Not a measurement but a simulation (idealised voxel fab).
process module | voxel gate over fins
cross-section cut | 270 nm wide | cells 5 nm
A cross-section is a grid of square cells, given in bands from the top down. A band is one or more rows of cells.
Each band's line starts with the height of the band's top and of its bottom, in nm. Then come its materials from left to right, each with its width in nm. One material with "throughout" fills the band from edge to edge. "air" is empty space.
Height 0 is the level under which the wafer as received is all one material. The lowest band goes on downwards, as in "0 down".
A width such as "30 to 40" changes by the same amount from each row of cells to the next, from the band's top row to its bottom row.
"no change" after a step means that no cell of the cross-section changed.
closed voids: empty space of 8 cells or more with no open way to the top, each as width x height at its distance from the left edge, in nm
after a step's settings: what the simulator itself notes on the step
overlay nm, on a step with a mask: how far to the right of its planned place the mask lay; to the left if negative
plan
1 op RECEIVE | material Si
2 op CONFORMAL_DEP | material SiN | thk nm 5
3 op PATTERN | tone cover | mask id FINS | material resist | width nm 15 | pitch nm 40 | thk nm 15 | overlay nm 0
4 op DIRECTIONAL_ETCH | etch materials SiN | depth nm 5
5 op DIRECTIONAL_ETCH | etch materials Si | depth nm 30
6 op STRIP | etch materials resist
7 op OXIDIZE | depth nm 5
8 op FILL_DEP | material SiO2 | thk nm 10
9 op CMP | height nm 5
10 op SELECTIVE_ETCH | etch materials SiO2 | depth nm 15
11 op STRIP | etch materials SiN
12 op CONFORMAL_DEP | material HfO2 | thk nm 5
13 op CONFORMAL_DEP | material TiN | thk nm 5
14 op FILL_DEP | material W | thk nm 10
15 op CMP | height nm 15
16 op CONFORMAL_DEP | material SiN | thk nm 5
first wafer, as planned
as received, after step 1
  0 down: Si throughout
  closed voids: none
after step 2
  5 to 0: SiN throughout
  below 0: unchanged
after step 3
  20 to 5: air 85 | resist 15 | air 25 | resist 15 | air 25 | resist 15 | air 90
  below 5: unchanged
after step 4
  20 to 5: air 85 | resist 15 | air 25 | resist 15 | air 25 | resist 15 | air 90
  5 to 0: air 85 | SiN 15 | air 25 | SiN 15 | air 25 | SiN 15 | air 90
  below 0: unchanged
after step 5
  20 to 5: air 85 | resist 15 | air 25 | resist 15 | air 25 | resist 15 | air 90
  5 to 0: air 85 | SiN 15 | air 25 | SiN 15 | air 25 | SiN 15 | air 90
  0 to -30: air 85 | Si 15 | air 25 | Si 15 | air 25 | Si 15 | air 90
  below -30: unchanged
after step 6
  5 to 0: air 85 | SiN 15 | air 25 | SiN 15 | air 25 | SiN 15 | air 90
  below 0: unchanged
after step 7
  5 to 0: air 85 | SiN 15 | air 25 | SiN 15 | air 25 | SiN 15 | air 90
  0 to -30: air 85 | SiO2 5 | Si 5 | SiO2 5 | air 25 | SiO2 5 | Si 5 | SiO2 5 | air 25 | SiO2 5 | Si 5 | SiO2 5 | air 90
  -30 to -35: SiO2 90 | Si 5 | SiO2 35 | Si 5 | SiO2 35 | Si 5 | SiO2 95
  below -35: unchanged
after step 8
  15 to 5: SiO2 throughout
  5 to 0: SiO2 85 | SiN 15 | SiO2 25 | SiN 15 | SiO2 25 | SiN 15 | SiO2 90
  0 to -35: SiO2 90 | Si 5 | SiO2 35 | Si 5 | SiO2 35 | Si 5 | SiO2 95
  below -35: unchanged
after step 9
  5 to 0: SiO2 85 | SiN 15 | SiO2 25 | SiN 15 | SiO2 25 | SiN 15 | SiO2 90
  below 0: unchanged
after step 10
  5 to 0: air 85 | SiN 15 | air 25 | SiN 15 | air 25 | SiN 15 | air 90
  0 to -10: air 90 | Si 5 | air 35 | Si 5 | air 35 | Si 5 | air 95
  below -10: unchanged
after step 11
  0 to -10: air 90 | Si 5 | air 35 | Si 5 | air 35 | Si 5 | air 95
  below -10: unchanged
after step 12
  5 to 0: air 85 | HfO2 15 | air 25 | HfO2 15 | air 25 | HfO2 15 | air 90
  0 to -5: air 85 | HfO2 5 | Si 5 | HfO2 5 | air 25 | HfO2 5 | Si 5 | HfO2 5 | air 25 | HfO2 5 | Si 5 | HfO2 5 | air 90
  -5 to -10: HfO2 90 | Si 5 | HfO2 35 | Si 5 | HfO2 35 | Si 5 | HfO2 95
  below -10: unchanged
after step 13
  10 to 5: air 80 | TiN 25 | air 15 | TiN 25 | air 15 | TiN 25 | air 85
  5 to 0: air 80 | TiN 5 | HfO2 15 | TiN 5 | air 15 | TiN 5 | HfO2 15 | TiN 5 | air 15 | TiN 5 | HfO2 15 | TiN 5 | air 85
  0 to -5: TiN 85 | HfO2 5 | Si 5 | HfO2 5 | TiN 25 | HfO2 5 | Si 5 | HfO2 5 | TiN 25 | HfO2 5 | Si 5 | HfO2 5 | TiN 90
  below -5: unchanged
after step 14
  20 to 10: W throughout
  10 to 5: W 80 | TiN 25 | W 15 | TiN 25 | W 15 | TiN 25 | W 85
  5 to 0: W 80 | TiN 5 | HfO2 15 | TiN 5 | W 15 | TiN 5 | HfO2 15 | TiN 5 | W 15 | TiN 5 | HfO2 15 | TiN 5 | W 85
  below 0: unchanged
after step 15
  15 to 10: W throughout
  below 10: unchanged
after step 16
  20 to 15: SiN throughout
  below 15: unchanged
second wafer: like start, like plan, one mistake. Through step 11 it matches the first wafer
when step 12 should have ended: no change
when step 13 should have ended
  5 to 0: air 85 | TiN 15 | air 25 | TiN 15 | air 25 | TiN 15 | air 90
  0 to -5: air 85 | TiN 5 | Si 5 | TiN 5 | air 25 | TiN 5 | Si 5 | TiN 5 | air 25 | TiN 5 | Si 5 | TiN 5 | air 90
  -5 to -10: TiN 90 | Si 5 | TiN 35 | Si 5 | TiN 35 | Si 5 | TiN 95
  below -10: unchanged
when step 14 should have ended
  15 to 5: W throughout
  5 to 0: W 85 | TiN 15 | W 25 | TiN 15 | W 25 | TiN 15 | W 90
  0 to -5: W 85 | TiN 5 | Si 5 | TiN 5 | W 25 | TiN 5 | Si 5 | TiN 5 | W 25 | TiN 5 | Si 5 | TiN 5 | W 90
  below -5: unchanged
when step 15 should have ended: no change
when step 16 should have ended
  20 to 15: SiN throughout
  below 15: unchanged
what went wrong: step 12 was left out
at the end the second wafer has, in cells: 66 fewer of HfO2 | 66 more of W
